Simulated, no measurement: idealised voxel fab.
voxel released beams: a process module
This is section cut - it's 200 nm across, gridded in 5 nm square cells.
Heads up, the way a cross-section reads in here is a grid of square cells, handed over as bands from the top down, with every band being one or more rows of cells. First you get the band's top height and its bottom height, in nm, and then the materials it's made of, left to right, with each width in nm. If you see a single material with "all across", that one covers the band edge to edge. "blank" is empty space. Zero point of the height axis is 0; under it, received wafer = one material. Lowest band: continues down indefinitely, "0 -> down". A two-number width, for instance "30->40", indicates that the width is equal to the first number in the top row of the band and to the second number in the bottom row, and that it changes by a constant amount per row of cells. Basically "same as before" means that step didn't change any cell in the cross-section. Listed in "Sealed void list": every empty space of 8 or more cells without an open way to the top. Form: width x height at distance, the distance being from the left edge, all in nm. Text after the settings on a step's line: the simulator's own remark on that step. When a step includes a mask, the "overlay nm" setting on its line states how far to the right of its planned place that mask lay, and negative values state how far to the left.
LIST OF PLANNED PROCESS STEPS
- 1: op RECEIVE | material Si
- 2: op CONFORMAL_DEP | material SiN | thk nm 5
- 3: op DIRECTIONAL_DEP | material SiO2 | thk nm 20
- 4: op PATTERN | tone open | mask id ANCHOR | material resist | width nm 35 | thk nm 20 | overlay nm 0
- 5: op DIRECTIONAL_ETCH | etch materials SiO2 | depth nm 20
- 6: op STRIP | etch materials resist
- 7: op CONFORMAL_DEP | material TiN | thk nm 15
- 8: op MASKED_ETCH | tone cover | mask id BEAM | width nm 120 | etch materials TiN | depth nm 15 | overlay nm 0
- 9: op STRIP | etch materials SiO2
INCOMING WAFER, CROSS-SECTIONAL VIEW, POST STEP 1
> 0 -> down = Si all across
> Sealed void list: none
HERE'S THE CROSS-SECTION OF THE FIRST OF OUR TWO WAFERS AT THE END OF THE MODULE - IT RAN AS PLANNED
> 40 -> 25 = blank: 35, then TiN: 20, then blank: 5, then TiN: 95, then blank: 45
> 25 -> 20 = blank: 40, then TiN: 15, then blank: 5, then TiN: 15, then blank: 125
> 20 -> 5 = blank: 40, then TiN: 35, then blank: 125
> 5 -> 0 = SiN all across
> 0 -> down = Si all across
> Sealed void list: none
CROSS-SECTION, WAFER TWO OF TWO, END OF MODULE: SAME START AND PLAN AS WAFER ONE, ONE ERROR IN EXECUTION
> 55 -> 40 = blank: 35, then TiN: 120, then blank: 45
> 40 -> 25 = TiN all across
> 25 -> 5 = SiO2: 40, then TiN: 35, then SiO2: 125
> 5 -> 0 = SiN all across
> 0 -> down = Si all across
> Sealed void list: none
Run error: step 7 in the plan was executed twice
End of process, cell counts, second wafer against first, materials with more or fewer: SiO2: 132 more; TiN: 124 more
